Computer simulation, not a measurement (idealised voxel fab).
process module | voxel trench capacitor
cross-section cut | 185 nm wide | cells 5 nm
A cross-section is a grid of square cells, given in bands from the top down. A band is one or more rows of cells.
Each band's line starts with the height of the band's top and of its bottom, in nm. Then come its materials from left to right, each with its width in nm. One material with "throughout" fills the band from edge to edge. "air" is empty space.
Height 0 is the level under which the wafer as received is all one material. The lowest band goes on downwards, as in "0 down".
A width such as "30 to 40" changes by the same amount from each row of cells to the next, from the band's top row to its bottom row.
"no change" after a step means that no cell of the cross-section changed.
closed voids: empty space of 8 cells or more with no open way to the top, each as width x height at its distance from the left edge, in nm
after a step's settings: what the simulator itself notes on the step
overlay nm, on a step with a mask: how far to the right of its planned place the mask lay; to the left if negative
plan
1 op RECEIVE | material Si
2 op CONFORMAL_DEP | material SiN | thk nm 5
3 op DIRECTIONAL_DEP | material aC | thk nm 10
4 op PATTERN | tone open | mask id TRENCH | material resist | width nm 20 | pitch nm 45 | thk nm 25 | overlay nm 0
5 op DIRECTIONAL_ETCH | etch materials aC | depth nm 10
6 op STRIP | etch materials resist
7 op DIRECTIONAL_ETCH | etch materials SiN | depth nm 5
8 op DIRECTIONAL_ETCH | etch materials Si | depth nm 40
9 op STRIP | etch materials aC
10 op CONFORMAL_DEP | material Al2O3 | thk nm 5
11 op FILL_DEP | material polySi | thk nm 10
12 op CMP | height nm 5
first wafer, as planned
as received, after step 1
  0 down: Si throughout
  closed voids: none
after step 2
  5 to 0: SiN throughout
  below 0: unchanged
after step 3
  15 to 5: aC throughout
  below 5: unchanged
after step 4
  40 to 15: resist 15 | air 20 | resist 25 | air 20 | resist 25 | air 20 | resist 25 | air 20 | resist 15
  below 15: unchanged
after step 5
  30 to 15: resist 15 | air 20 | resist 25 | air 20 | resist 25 | air 20 | resist 25 | air 20 | resist 15
  15 to 5: aC 15 | air 20 | aC 25 | air 20 | aC 25 | air 20 | aC 25 | air 20 | aC 15
  below 5: unchanged
after step 6
  15 to 5: aC 15 | air 20 | aC 25 | air 20 | aC 25 | air 20 | aC 25 | air 20 | aC 15
  below 5: unchanged
after step 7
  15 to 5: aC 15 | air 20 | aC 25 | air 20 | aC 25 | air 20 | aC 25 | air 20 | aC 15
  5 to 0: SiN 15 | air 20 | SiN 25 | air 20 | SiN 25 | air 20 | SiN 25 | air 20 | SiN 15
  below 0: unchanged
after step 8
  15 to 5: aC 15 | air 20 | aC 25 | air 20 | aC 25 | air 20 | aC 25 | air 20 | aC 15
  5 to 0: SiN 15 | air 20 | SiN 25 | air 20 | SiN 25 | air 20 | SiN 25 | air 20 | SiN 15
  0 to -40: Si 15 | air 20 | Si 25 | air 20 | Si 25 | air 20 | Si 25 | air 20 | Si 15
  below -40: unchanged
after step 9
  5 to 0: SiN 15 | air 20 | SiN 25 | air 20 | SiN 25 | air 20 | SiN 25 | air 20 | SiN 15
  below 0: unchanged
after step 10
  10 to 5: Al2O3 20 | air 10 | Al2O3 35 | air 10 | Al2O3 35 | air 10 | Al2O3 35 | air 10 | Al2O3 20
  5 to 0: SiN 15 | Al2O3 5 | air 10 | Al2O3 5 | SiN 25 | Al2O3 5 | air 10 | Al2O3 5 | SiN 25 | Al2O3 5 | air 10 | Al2O3 5 | SiN 25 | Al2O3 5 | air 10 | Al2O3 5 | SiN 15
  0 to -35: Si 15 | Al2O3 5 | air 10 | Al2O3 5 | Si 25 | Al2O3 5 | air 10 | Al2O3 5 | Si 25 | Al2O3 5 | air 10 | Al2O3 5 | Si 25 | Al2O3 5 | air 10 | Al2O3 5 | Si 15
  -35 to -40: Si 15 | Al2O3 20 | Si 25 | Al2O3 20 | Si 25 | Al2O3 20 | Si 25 | Al2O3 20 | Si 15
  below -40: unchanged
after step 11
  20 to 10: polySi throughout
  10 to 5: Al2O3 20 | polySi 10 | Al2O3 35 | polySi 10 | Al2O3 35 | polySi 10 | Al2O3 35 | polySi 10 | Al2O3 20
  5 to 0: SiN 15 | Al2O3 5 | polySi 10 | Al2O3 5 | SiN 25 | Al2O3 5 | polySi 10 | Al2O3 5 | SiN 25 | Al2O3 5 | polySi 10 | Al2O3 5 | SiN 25 | Al2O3 5 | polySi 10 | Al2O3 5 | SiN 15
  0 to -35: Si 15 | Al2O3 5 | polySi 10 | Al2O3 5 | Si 25 | Al2O3 5 | polySi 10 | Al2O3 5 | Si 25 | Al2O3 5 | polySi 10 | Al2O3 5 | Si 25 | Al2O3 5 | polySi 10 | Al2O3 5 | Si 15
  below -35: unchanged
after step 12
  5 to 0: SiN 15 | Al2O3 5 | polySi 10 | Al2O3 5 | SiN 25 | Al2O3 5 | polySi 10 | Al2O3 5 | SiN 25 | Al2O3 5 | polySi 10 | Al2O3 5 | SiN 25 | Al2O3 5 | polySi 10 | Al2O3 5 | SiN 15
  below 0: unchanged
second wafer: like start, like plan, one mistake. Through step 8 it matches the first wafer
when step 9 should have ended
  20 to 15: Al2O3 20 | air 10 | Al2O3 35 | air 10 | Al2O3 35 | air 10 | Al2O3 35 | air 10 | Al2O3 20
  15 to 5: aC 15 | Al2O3 5 | air 10 | Al2O3 5 | aC 25 | Al2O3 5 | air 10 | Al2O3 5 | aC 25 | Al2O3 5 | air 10 | Al2O3 5 | aC 25 | Al2O3 5 | air 10 | Al2O3 5 | aC 15
  5 to 0: SiN 15 | Al2O3 5 | air 10 | Al2O3 5 | SiN 25 | Al2O3 5 | air 10 | Al2O3 5 | SiN 25 | Al2O3 5 | air 10 | Al2O3 5 | SiN 25 | Al2O3 5 | air 10 | Al2O3 5 | SiN 15
  0 to -35: Si 15 | Al2O3 5 | air 10 | Al2O3 5 | Si 25 | Al2O3 5 | air 10 | Al2O3 5 | Si 25 | Al2O3 5 | air 10 | Al2O3 5 | Si 25 | Al2O3 5 | air 10 | Al2O3 5 | Si 15
  -35 to -40: Si 15 | Al2O3 20 | Si 25 | Al2O3 20 | Si 25 | Al2O3 20 | Si 25 | Al2O3 20 | Si 15
  below -40: unchanged
when step 10 should have ended: no change
when step 11 should have ended
  30 to 20: polySi throughout
  20 to 15: Al2O3 20 | polySi 10 | Al2O3 35 | polySi 10 | Al2O3 35 | polySi 10 | Al2O3 35 | polySi 10 | Al2O3 20
  15 to 5: aC 15 | Al2O3 5 | polySi 10 | Al2O3 5 | aC 25 | Al2O3 5 | polySi 10 | Al2O3 5 | aC 25 | Al2O3 5 | polySi 10 | Al2O3 5 | aC 25 | Al2O3 5 | polySi 10 | Al2O3 5 | aC 15
  5 to 0: SiN 15 | Al2O3 5 | polySi 10 | Al2O3 5 | SiN 25 | Al2O3 5 | polySi 10 | Al2O3 5 | SiN 25 | Al2O3 5 | polySi 10 | Al2O3 5 | SiN 25 | Al2O3 5 | polySi 10 | Al2O3 5 | SiN 15
  0 to -35: Si 15 | Al2O3 5 | polySi 10 | Al2O3 5 | Si 25 | Al2O3 5 | polySi 10 | Al2O3 5 | Si 25 | Al2O3 5 | polySi 10 | Al2O3 5 | Si 25 | Al2O3 5 | polySi 10 | Al2O3 5 | Si 15
  below -35: unchanged
when step 12 should have ended
  5 to 0: SiN 15 | Al2O3 5 | polySi 10 | Al2O3 5 | SiN 25 | Al2O3 5 | polySi 10 | Al2O3 5 | SiN 25 | Al2O3 5 | polySi 10 | Al2O3 5 | SiN 25 | Al2O3 5 | polySi 10 | Al2O3 5 | SiN 15
  below 0: unchanged
what went wrong: steps 9 and 10 were swapped
at the end the two cross-sections are the same: no effect in what this model computes
